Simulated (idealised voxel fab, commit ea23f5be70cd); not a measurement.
Title: Process Module voxel capacitor over wiring
Cross-section cut spans 175 nm and uses square cells 5 nm in size.
A cross-section is written here as square cells arranged in a grid, and it is given in bands from the top down, each band taking up one or more rows of cells. Band entry format. Leading values: height of top, height of bottom, nm. Remainder: materials in left-to-right order, each with its width in nm. Special words: "all across" on a single material, which then fills the band edge to edge; "air", empty space. Height datum 0, below which the as-received substrate wafer is one material. Lowest band open at the bottom, running downward: "0 down". You'd read "30 to 40" like this: the band's top row of cells is as wide as the first number, its bottom row is as wide as the second, and going down, every row changes width by the same amount as the row before did. Take "changes: none" at face value: in the step it is given for, the cross-section changed in none of its cells. Empty spaces without an open route to the top, at least 8 cells in extent, make up the entry "Enclosed void entries"; each is given as width x height at distance, where the distance is measured from the left edge, and all are in nm. after a step's settings: what the simulator itself notes on the step. "overlay nm", when on a step's line for a step with a mask, measures how far to the right of its planned place the mask lay; a negative measure means to the left.

### Planned process steps
1) RECEIVE, material Si
2) CONFORMAL_DEP, material SiO2, thk nm 10
3) CONFORMAL_DEP, material SiN, thk nm 5
4) DIRECTIONAL_DEP, material lowk, thk nm 25
5) MASKED_ETCH, tone open, mask id METAL_1, width nm 20, pitch nm 75, etch materials lowk, depth nm 25, overlay nm 0
6) MASKED_ETCH, tone open, mask id METAL_1, width nm 20, pitch nm 75, etch materials SiN, depth nm 5, overlay nm 0
7) CONFORMAL_DEP, material TiN, thk nm 5
8) FILL_DEP, material Cu, thk nm 10
9) CMP, height nm 40
10) EPI, material Ru, thk nm 5
11) FILL_DEP, material SiCN, thk nm 5
12) DIRECTIONAL_DEP, material lowk, thk nm 20
13) PATTERN, tone open, mask id PLUG_1, material resist, width nm 15, thk nm 15, overlay nm 0
14) DIRECTIONAL_ETCH, etch materials lowk, depth nm 20
15) DIRECTIONAL_ETCH, etch materials SiCN, depth nm 5
16) STRIP, etch materials resist
17) CONFORMAL_DEP, material TiN, thk nm 5
18) FILL_DEP, material Cu, thk nm 10
19) CMP, height nm 70
20) DIRECTIONAL_DEP, material TiN, thk nm 10
21) DIRECTIONAL_DEP, material SiN, thk nm 5
22) DIRECTIONAL_DEP, material TiN, thk nm 10
23) DIRECTIONAL_DEP, material aC, thk nm 15
24) PATTERN, tone cover, mask id UPPER_PLATE, material resist, width nm 60, thk nm 35, overlay nm 0
25) DIRECTIONAL_ETCH, etch materials aC, depth nm 15
26) STRIP, etch materials resist
27) DIRECTIONAL_ETCH, etch materials TiN, depth nm 10
28) DIRECTIONAL_ETCH, etch materials SiN, depth nm 5
29) STRIP, etch materials aC
30) DIRECTIONAL_DEP, material aC, thk nm 15
31) PATTERN, tone cover, mask id LOWER_PLATE, material resist, width nm 70, thk nm 30, overlay nm 0
32) DIRECTIONAL_ETCH, etch materials aC, depth nm 15
33) STRIP, etch materials resist
34) DIRECTIONAL_ETCH, etch materials TiN, depth nm 10
35) STRIP, etch materials aC
36) FILL_DEP, material SiO2, thk nm 15
37) CMP, height nm 105
38) MASKED_ETCH, tone open, mask id PLUG_2, width nm 15, etch materials SiO2, depth nm 10, overlay nm 0
39) CONFORMAL_DEP, material TiN, thk nm 5
40) FILL_DEP, material Ru, thk nm 5
41) CMP, height nm 105
42) CONFORMAL_DEP, material SiCN, thk nm 5

### as received, after step 1
  0 down  Si all across
  Enclosed void entries: none

### Wafer cross-section at module end: first of two, run to plan
  110 to 105  SiCN all across
  105 to 100  SiO2 (55); TiN (5); Ru (5); TiN (5); SiO2 (105)
  100 to 95  SiO2 (55); TiN (15); SiO2 (105)
  95 to 85  SiO2 (45); TiN (60); SiO2 (70)
  85 to 80  SiO2 (45); SiN (60); SiO2 (70)
  80 to 70  SiO2 (40); TiN (70); SiO2 (65)
  70 to 50  lowk (45); TiN (5); Cu (5); TiN (5); lowk (115)
  50 to 45  SiCN (45); TiN (15); SiCN (115)
  45 to 40  SiCN (35); Ru (30); SiCN (45); Ru (30); SiCN (35)
  40 to 15  lowk (40); TiN (5); Cu (10); TiN (5); lowk (55); TiN (5); Cu (10); TiN (5); lowk (40)
  15 to 10  SiN (40); TiN (20); SiN (55); TiN (20); SiN (40)
  10 to 0  SiO2 all across
  0 down  Si all across
  Enclosed void entries: none

### Module end: cross-section of wafer two of two. Same start and process plan as the first wafer. One mistake during execution
  110 to 105  SiCN all across
  105 to 100  SiO2 (55); TiN (5); Ru (5); TiN (5); SiO2 (105)
  100 to 95  SiO2 (55); TiN (15); SiO2 (105)
  95 to 85  SiO2 (45); TiN (60); SiO2 (70)
  85 to 80  SiO2 (45); SiN (60); SiO2 (70)
  80 to 70  SiO2 (40); TiN (70); SiO2 (65)
  70 to 50  lowk (45); TiN (5); Cu (5); TiN (5); lowk (115)
  50 to 45  SiCN (45); TiN (15); SiCN (115)
  45 to 40  SiCN (40); Ru (30); SiCN (45); Ru (30); SiCN (30)
  40 to 20  lowk (45); TiN (5); Cu (10); TiN (5); lowk (55); TiN (5); Cu (10); TiN (5); lowk (35)
  20 to 15  lowk (45); TiN (5); Cu (5); TiN (10); lowk (55); TiN (5); Cu (5); TiN (10); lowk (35)
  15 to 10  SiN (45); TiN (15); SiN (60); TiN (15); SiN (40)
  10 to 0  SiO2 all across
  0 down  Si all across
  Enclosed void entries: none
Against the plan, the run slipped here: in deviation from the planned setting, step 5 was conducted as MASKED_ETCH, tone open, mask id METAL_1, width nm 20, pitch nm 75, etch materials lowk, depth nm 25, overlay nm 5
Heads up, by the end the second wafer has more or fewer cells of some materials compared to the first: 2 fewer of Cu; 2 more of SiN
